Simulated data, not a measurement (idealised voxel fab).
The name of this process module is voxel capacitor over wiring.
260 nm wide, 5 nm square cells: that's cross-section cut.
Cross-section = grid of square cells, listed top down in bands; band = one or more rows. Quick guide to a band line: top height, bottom height (nm) up front; then every material left to right with its width in nm. Only one material and it's marked "all across"? Then it fills the band edge to edge. And "air" just means empty space. For the purposes of this specification, 0 denotes the height below which the wafer in its as-received condition is composed wholly of one material, and the lowermost band, lacking a lower limit, extends downward without end, as expressed in "z 0 and below". Top row gets the first number, bottom row gets the second, and each row in between changes by the same step: that is how a band width like "30->40" works. Given "nothing different" for a step, no cell of the cross-section differs between before and after that step. "Enclosed void catalog" contains a list of empty spaces, each no smaller than 8 cells and without an open way to the top, written in the form width x height at distance with the distance from the left edge and all three in nm. Whatever follows a step's settings on its line is a remark the simulator itself makes about that step. What "overlay nm" on a step's line means: if the step has a mask, that mask lay this far to the right of its planned place, or, when the value is negative, to the left.
## These are the steps we planned for the process
step 1: RECEIVE: material Si
step 2: CONFORMAL_DEP: material SiO2, thk nm 10
step 3: CONFORMAL_DEP: material SiN, thk nm 5
step 4: DIRECTIONAL_DEP: material lowk, thk nm 25
step 5: DIRECTIONAL_DEP: material aC, thk nm 15
step 6: PATTERN: tone open, mask id METAL_1, material resist, width nm 20, pitch nm 80, thk nm 30, overlay nm 0
step 7: DIRECTIONAL_ETCH: etch materials aC, depth nm 15
step 8: STRIP: etch materials resist
step 9: DIRECTIONAL_ETCH: etch materials lowk, depth nm 25
step 10: DIRECTIONAL_ETCH: etch materials SiN, depth nm 5
step 11: STRIP: etch materials aC
step 12: CONFORMAL_DEP: material TiN, thk nm 5
step 13: FILL_DEP: material Cu, thk nm 5
step 14: CMP: height nm 40
step 15: CONFORMAL_DEP: material SiCN, thk nm 5
step 16: DIRECTIONAL_DEP: material SiO2, thk nm 20
step 17: PATTERN: tone open, mask id PLUG_1, material resist, width nm 15, thk nm 20, overlay nm 0
step 18: DIRECTIONAL_ETCH: etch materials SiO2, depth nm 20
step 19: DIRECTIONAL_ETCH: etch materials SiCN, depth nm 5
step 20: STRIP: etch materials resist
step 21: EPI: material Ru, thk nm 10
step 22: EPI: material Ru, thk nm 10
step 23: EPI: material Ru, thk nm 5
step 24: DIRECTIONAL_DEP: material TiN, thk nm 5
step 25: DIRECTIONAL_DEP: material Al2O3, thk nm 5
step 26: DIRECTIONAL_DEP: material TiN, thk nm 5
step 27: PATTERN: tone cover, mask id UPPER_PLATE, material resist, width nm 65, thk nm 20, overlay nm 0
step 28: DIRECTIONAL_ETCH: etch materials TiN, depth nm 5
step 29: DIRECTIONAL_ETCH: etch materials Al2O3, depth nm 5
step 30: STRIP: etch materials resist
step 31: DIRECTIONAL_DEP: material aC, thk nm 10
step 32: PATTERN: tone cover, mask id LOWER_PLATE, material resist, width nm 75, thk nm 25, overlay nm 0
step 33: DIRECTIONAL_ETCH: etch materials aC, depth nm 10
step 34: STRIP: etch materials resist
step 35: DIRECTIONAL_ETCH: etch materials TiN, depth nm 5
step 36: STRIP: etch materials aC
step 37: FILL_DEP: material SiO2, thk nm 20
step 38: CMP: height nm 95
step 39: DIRECTIONAL_DEP: material aC, thk nm 15
step 40: PATTERN: tone open, mask id PLUG_2, material resist, width nm 15, thk nm 30, overlay nm 0
step 41: DIRECTIONAL_ETCH: etch materials aC, depth nm 15
step 42: STRIP: etch materials resist
step 43: DIRECTIONAL_ETCH: etch materials SiO2, depth nm 15
step 44: STRIP: etch materials aC
step 45: CONFORMAL_DEP: material TiN, thk nm 5
step 46: FILL_DEP: material Cu, thk nm 10
step 47: CMP: height nm 95
step 48: CONFORMAL_DEP: material SiN, thk nm 5
## Cross-sectional view of the wafer in its as-received condition, corresponding to the state after step 1
> z 0 and below: Si all across
> Enclosed void catalog: none
## End-of-module XS, first of two wafers, run as planned
> z 100 to 95: SiN all across
> z 95 to 85: SiO2 95 / TiN 5 / Cu 5 / TiN 5 / SiO2 150
> z 85 to 75: SiO2 95->85 / TiN 15->65 / SiO2 150->110
> z 75 to 70: SiO2 85 / Al2O3 65 / SiO2 110
> z 70 to 65: SiO2 80 / TiN 75 / SiO2 105
> z 65 to 45: SiO2 85 / Ru 15 / SiO2 160
> z 45 to 40: SiCN 85 / Ru 15 / SiCN 160
> z 40 to 15: lowk 80 / TiN 5 / Cu 10 / TiN 5 / lowk 60 / TiN 5 / Cu 10 / TiN 5 / lowk 80
> z 15 to 10: SiN 80 / TiN 20 / SiN 60 / TiN 20 / SiN 80
> z 10 to 0: SiO2 all across
> z 0 and below: Si all across
> Enclosed void catalog: none
## Cross-sectional view of the second of two wafers upon completion of the module. This wafer shared its starting condition and process plan with the first; one error was made during its execution
> z 100 to 95: SiN all across
> z 95 to 85: SiO2 95 / TiN 5 / Cu 5 / TiN 5 / SiO2 150
> z 85 to 75: SiO2 95->85 / TiN 15->65 / SiO2 150->110
> z 75 to 70: SiO2 85 / Al2O3 65 / SiO2 110
> z 70 to 65: SiO2 80 / TiN 75 / SiO2 105
> z 65 to 45: SiO2 95 / Ru 15 / SiO2 150
> z 45 to 40: SiCN 95 / Ru 15 / SiCN 150
> z 40 to 15: lowk 80 / TiN 5 / Cu 10 / TiN 5 / lowk 60 / TiN 5 / Cu 10 / TiN 5 / lowk 80
> z 15 to 10: SiN 80 / TiN 20 / SiN 60 / TiN 20 / SiN 80
> z 10 to 0: SiO2 all across
> z 0 and below: Si all across
> Enclosed void catalog: none
what went wrong: note that step 17 departed from the planned setting and was carried out as PATTERN: tone open, mask id PLUG_1, material resist, width nm 15, thk nm 20, overlay nm 10
At the end, each material covers as many cells on the second wafer as it does on the first, though the cells it covers are elsewhere.
